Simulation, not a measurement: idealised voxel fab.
process module | voxel air gaps
cross-section cut | 215 nm wide | cells 5 nm
A cross-section is a grid of square cells, given in bands from the top down. A band is one or more rows of cells.
Each band's line starts with the height of the band's top and of its bottom, in nm. Then come its materials from left to right, each with its width in nm. One material with "throughout" fills the band from edge to edge. "air" is empty space.
Height 0 is the level under which the wafer as received is all one material. The lowest band goes on downwards, as in "0 down".
A width such as "30 to 40" changes by the same amount from each row of cells to the next, from the band's top row to its bottom row.
"no change" after a step means that no cell of the cross-section changed.
closed voids: empty space of 8 cells or more with no open way to the top, each as width x height at its distance from the left edge, in nm
after a step's settings: what the simulator itself notes on the step
overlay nm, on a step with a mask: how far to the right of its planned place the mask lay; to the left if negative
plan
1 op RECEIVE | material Si
2 op CONFORMAL_DEP | material SiO2 | thk nm 10
3 op CONFORMAL_DEP | material SiCN | thk nm 5
4 op DIRECTIONAL_DEP | material lowk | thk nm 35
5 op MASKED_ETCH | tone open | mask id LINES | width nm 20 | pitch nm 50 | etch materials lowk | depth nm 35 | overlay nm 0
6 op CONFORMAL_DEP | material TiN | thk nm 5
7 op FILL_DEP | material Ru | thk nm 10
8 op CMP | height nm 50
9 op EPI | material Ru | thk nm 10
10 op SELECTIVE_ETCH | etch materials lowk | depth nm 45
11 op CONFORMAL_DEP | material SiCN | thk nm 5
first wafer, as planned
as received, after step 1
  0 down: Si throughout
  closed voids: none
after step 2
  10 to 0: SiO2 throughout
  below 0: unchanged
after step 3
  15 to 10: SiCN throughout
  below 10: unchanged
after step 4
  50 to 15: lowk throughout
  below 15: unchanged
after step 5
  50 to 15: lowk 20 | air 20 | lowk 30 | air 20 | lowk 30 | air 20 | lowk 30 | air 20 | lowk 25
  below 15: unchanged
after step 6
  55 to 50: TiN 25 | air 10 | TiN 40 | air 10 | TiN 40 | air 10 | TiN 40 | air 10 | TiN 30
  50 to 20: lowk 20 | TiN 5 | air 10 | TiN 5 | lowk 30 | TiN 5 | air 10 | TiN 5 | lowk 30 | TiN 5 | air 10 | TiN 5 | lowk 30 | TiN 5 | air 10 | TiN 5 | lowk 25
  20 to 15: lowk 20 | TiN 20 | lowk 30 | TiN 20 | lowk 30 | TiN 20 | lowk 30 | TiN 20 | lowk 25
  below 15: unchanged
after step 7
  65 to 55: Ru throughout
  55 to 50: TiN 25 | Ru 10 | TiN 40 | Ru 10 | TiN 40 | Ru 10 | TiN 40 | Ru 10 | TiN 30
  50 to 20: lowk 20 | TiN 5 | Ru 10 | TiN 5 | lowk 30 | TiN 5 | Ru 10 | TiN 5 | lowk 30 | TiN 5 | Ru 10 | TiN 5 | lowk 30 | TiN 5 | Ru 10 | TiN 5 | lowk 25
  below 20: unchanged
after step 8
  50 to 20: lowk 20 | TiN 5 | Ru 10 | TiN 5 | lowk 30 | TiN 5 | Ru 10 | TiN 5 | lowk 30 | TiN 5 | Ru 10 | TiN 5 | lowk 30 | TiN 5 | Ru 10 | TiN 5 | lowk 25
  below 20: unchanged
after step 9
  60 to 50: air 10 | Ru 40 | air 10 | Ru 40 | air 10 | Ru 40 | air 10 | Ru 40 | air 15
  below 50: unchanged
after step 10
  60 to 50: air 10 | Ru 40 | air 10 | Ru 40 | air 10 | Ru 40 | air 10 | Ru 40 | air 15
  50 to 20: air 20 | TiN 5 | Ru 10 | TiN 5 | air 30 | TiN 5 | Ru 10 | TiN 5 | air 30 | TiN 5 | Ru 10 | TiN 5 | air 30 | TiN 5 | Ru 10 | TiN 5 | air 25
  20 to 15: air 20 | TiN 20 | air 30 | TiN 20 | air 30 | TiN 20 | air 30 | TiN 20 | air 25
  below 15: unchanged
after step 11
  65 to 60: air 5 | SiCN 200 | air 10
  60 to 50: air 5 | SiCN 5 | Ru 40 | SiCN 10 | Ru 40 | SiCN 10 | Ru 40 | SiCN 10 | Ru 40 | SiCN 5 | air 10
  50 to 45: air 5 | SiCN 15 | TiN 5 | Ru 10 | TiN 5 | SiCN 30 | TiN 5 | Ru 10 | TiN 5 | SiCN 30 | TiN 5 | Ru 10 | TiN 5 | SiCN 30 | TiN 5 | Ru 10 | TiN 5 | SiCN 15 | air 10
  45 to 20: air 15 | SiCN 5 | TiN 5 | Ru 10 | TiN 5 | SiCN 5 | air 20 | SiCN 5 | TiN 5 | Ru 10 | TiN 5 | SiCN 5 | air 20 | SiCN 5 | TiN 5 | Ru 10 | TiN 5 | SiCN 5 | air 20 | SiCN 5 | TiN 5 | Ru 10 | TiN 5 | SiCN 5 | air 20
  20 to 15: SiCN 20 | TiN 20 | SiCN 30 | TiN 20 | SiCN 30 | TiN 20 | SiCN 30 | TiN 20 | SiCN 25
  below 15: unchanged
  closed voids: 20 x 25 at 45; 20 x 25 at 95; 20 x 25 at 145
second wafer: like start, like plan, one mistake. Through step 4 it matches the first wafer
when step 5 should have ended
  50 to 15: lowk 15 | air 20 | lowk 30 | air 20 | lowk 30 | air 20 | lowk 30 | air 20 | lowk 30
  below 15: unchanged
when step 6 should have ended
  55 to 50: TiN 20 | air 10 | TiN 40 | air 10 | TiN 40 | air 10 | TiN 40 | air 10 | TiN 35
  50 to 20: lowk 15 | TiN 5 | air 10 | TiN 5 | lowk 30 | TiN 5 | air 10 | TiN 5 | lowk 30 | TiN 5 | air 10 | TiN 5 | lowk 30 | TiN 5 | air 10 | TiN 5 | lowk 30
  20 to 15: lowk 15 | TiN 20 | lowk 30 | TiN 20 | lowk 30 | TiN 20 | lowk 30 | TiN 20 | lowk 30
  below 15: unchanged
when step 7 should have ended
  65 to 55: Ru throughout
  55 to 50: TiN 20 | Ru 10 | TiN 40 | Ru 10 | TiN 40 | Ru 10 | TiN 40 | Ru 10 | TiN 35
  50 to 20: lowk 15 | TiN 5 | Ru 10 | TiN 5 | lowk 30 | TiN 5 | Ru 10 | TiN 5 | lowk 30 | TiN 5 | Ru 10 | TiN 5 | lowk 30 | TiN 5 | Ru 10 | TiN 5 | lowk 30
  below 20: unchanged
when step 8 should have ended
  50 to 20: lowk 15 | TiN 5 | Ru 10 | TiN 5 | lowk 30 | TiN 5 | Ru 10 | TiN 5 | lowk 30 | TiN 5 | Ru 10 | TiN 5 | lowk 30 | TiN 5 | Ru 10 | TiN 5 | lowk 30
  below 20: unchanged
when step 9 should have ended
  60 to 50: air 5 | Ru 40 | air 10 | Ru 40 | air 10 | Ru 40 | air 10 | Ru 40 | air 20
  below 50: unchanged
when step 10 should have ended
  60 to 50: air 5 | Ru 40 | air 10 | Ru 40 | air 10 | Ru 40 | air 10 | Ru 40 | air 20
  50 to 20: air 15 | TiN 5 | Ru 10 | TiN 5 | air 30 | TiN 5 | Ru 10 | TiN 5 | air 30 | TiN 5 | Ru 10 | TiN 5 | air 30 | TiN 5 | Ru 10 | TiN 5 | air 30
  20 to 15: air 15 | TiN 20 | air 30 | TiN 20 | air 30 | TiN 20 | air 30 | TiN 20 | air 30
  below 15: unchanged
when step 11 should have ended
  65 to 60: SiCN 200 | air 15
  60 to 50: SiCN 5 | Ru 40 | SiCN 10 | Ru 40 | SiCN 10 | Ru 40 | SiCN 10 | Ru 40 | SiCN 5 | air 15
  50 to 45: SiCN 15 | TiN 5 | Ru 10 | TiN 5 | SiCN 30 | TiN 5 | Ru 10 | TiN 5 | SiCN 30 | TiN 5 | Ru 10 | TiN 5 | SiCN 30 | TiN 5 | Ru 10 | TiN 5 | SiCN 15 | air 15
  45 to 20: air 10 | SiCN 5 | TiN 5 | Ru 10 | TiN 5 | SiCN 5 | air 20 | SiCN 5 | TiN 5 | Ru 10 | TiN 5 | SiCN 5 | air 20 | SiCN 5 | TiN 5 | Ru 10 | TiN 5 | SiCN 5 | air 20 | SiCN 5 | TiN 5 | Ru 10 | TiN 5 | SiCN 5 | air 25
  20 to 15: SiCN 15 | TiN 20 | SiCN 30 | TiN 20 | SiCN 30 | TiN 20 | SiCN 30 | TiN 20 | SiCN 30
  below 15: unchanged
  closed voids: 10 x 25 at 0; 20 x 25 at 40; 20 x 25 at 90; 20 x 25 at 140
what went wrong: step 5 ran as: op MASKED_ETCH | tone open | mask id LINES | width nm 20 | pitch nm 50 | etch materials lowk | depth nm 35 | overlay nm -5
at the end the second wafer has, in cells: as many of each material as the first, in other places
closed voids at the end (first wafer, second wafer): 3, 4
